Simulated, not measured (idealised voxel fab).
The following process module bears the name voxel wiring stack.
Shown is cross-section cut, with a width of 220 nm and square cells of size 5 nm.
Cross-section spec: square-cell grid; bands listed top down; each band is one or more rows.
Top, bottom (nm), then materials left to right with widths (nm); lone material tagged "edge to edge" fills the whole band edge to edge; "blank" = empty space.
Where do heights start? At 0: under that level the wafer as delivered is made of one material only. And the lowest band has no floor; it just carries on downward, as in "from 0 down".
Width spec "30->40" -> top row of cells at first value, bottom row at second value, equal per-row change in between.
When a step is marked "no alterations made", none of the cells in the cross-section changed during that step.
Look at "Catalogued sealed voids" for the closed voids: empty spaces with no open path to the top, sized 8 cells or up. Each is width x height at distance, distance from the left edge, all nm.
Post-settings text on a step line: simulator's own remark regarding the step.
The "overlay nm" setting may appear on a step's line; for a step that uses a mask, it gives how far to the right of its planned position the mask lay, and a negative value indicates the left.
Steps in the process plan:
- 1: RECEIVE, material Si
- 2: CONFORMAL_DEP, material SiO2, thk nm 15
- 3: CONFORMAL_DEP, material SiN, thk nm 5
- 4: DIRECTIONAL_DEP, material SiO2, thk nm 25
- 5: PATTERN, tone open, mask id METAL_1, material resist, width nm 25, pitch nm 50, thk nm 20, overlay nm 0
- 6: DIRECTIONAL_ETCH, etch materials SiO2, depth nm 25
- 7: DIRECTIONAL_ETCH, etch materials SiN, depth nm 5
- 8: STRIP, etch materials resist
- 9: CONFORMAL_DEP, material TiN, thk nm 5
- 10: FILL_DEP, material W, thk nm 5
- 11: CMP, height nm 45
- 12: CONFORMAL_DEP, material SiCN, thk nm 5
- 13: DIRECTIONAL_DEP, material SiO2, thk nm 10
- 14: PATTERN, tone open, mask id PLUG_1, material resist, width nm 15, pitch nm 50, thk nm 20, overlay nm 0
- 15: DIRECTIONAL_ETCH, etch materials SiO2, depth nm 10
- 16: DIRECTIONAL_ETCH, etch materials SiCN, depth nm 5
- 17: STRIP, etch materials resist
- 18: EPI, material Ru, thk nm 10
- 19: EPI, material Ru, thk nm 5
- 20: DIRECTIONAL_DEP, material TiN, thk nm 5
- 21: DIRECTIONAL_DEP, material Ru, thk nm 25
- 22: PATTERN, tone cover, mask id METAL_2, material resist, width nm 25, pitch nm 50, thk nm 15, overlay nm 0
- 23: DIRECTIONAL_ETCH, etch materials Ru, depth nm 25
- 24: DIRECTIONAL_ETCH, etch materials TiN, depth nm 5
- 25: STRIP, etch materials resist
- 26: FILL_DEP, material SiO2, thk nm 10
- 27: CMP, height nm 90
- 28: CONFORMAL_DEP, material SiN, thk nm 5
So this is the incoming wafer in cross-section - it's already been through step 1:
> from 0 down  Si edge to edge
> Catalogued sealed voids: none
Cross-section taken at module completion on the first of two wafers; processed per the plan:
> from 95 to 90  SiN edge to edge
> from 90 to 65  70 of SiO2, 25 of Ru, 25 of SiO2, 25 of Ru, 75 of SiO2
> from 65 to 60  70 of SiO2, 25 of TiN, 25 of SiO2, 25 of TiN, 75 of SiO2
> from 60 to 50  70 of SiO2, 15 of Ru, 35 of SiO2, 15 of Ru, 85 of SiO2
> from 50 to 45  70 of SiCN, 15 of Ru, 35 of SiCN, 15 of Ru, 85 of SiCN
> from 45 to 20  70 of SiO2, 5 of TiN, 15 of W, 5 of TiN, 25 of SiO2, 5 of TiN, 15 of W, 5 of TiN, 75 of SiO2
> from 20 to 15  70 of SiN, 25 of TiN, 25 of SiN, 25 of TiN, 75 of SiN
> from 15 to 0  SiO2 edge to edge
> from 0 down  Si edge to edge
> Catalogued sealed voids: none
Second of two wafers, module complete, sectioned: it shares the first wafer's start and plan but was run with one mistake:
> from 95 to 90  SiN edge to edge
> from 90 to 85  SiO2 edge to edge
> from 85 to 60  70 of SiO2, 25 of Ru, 25 of SiO2, 25 of Ru, 75 of SiO2
> from 60 to 50  70 of SiO2, 15 of Ru, 35 of SiO2, 15 of Ru, 85 of SiO2
> from 50 to 45  70 of SiCN, 15 of Ru, 35 of SiCN, 15 of Ru, 85 of SiCN
> from 45 to 20  70 of SiO2, 5 of TiN, 15 of W, 5 of TiN, 25 of SiO2, 5 of TiN, 15 of W, 5 of TiN, 75 of SiO2
> from 20 to 15  70 of SiN, 25 of TiN, 25 of SiN, 25 of TiN, 75 of SiN
> from 15 to 0  SiO2 edge to edge
> from 0 down  Si edge to edge
> Catalogued sealed voids: none
what went wrong: step 20 was left out
Count the cells at the end and the second wafer has more or fewer of some materials than the first: SiO2: 10 more, TiN: 10 fewer
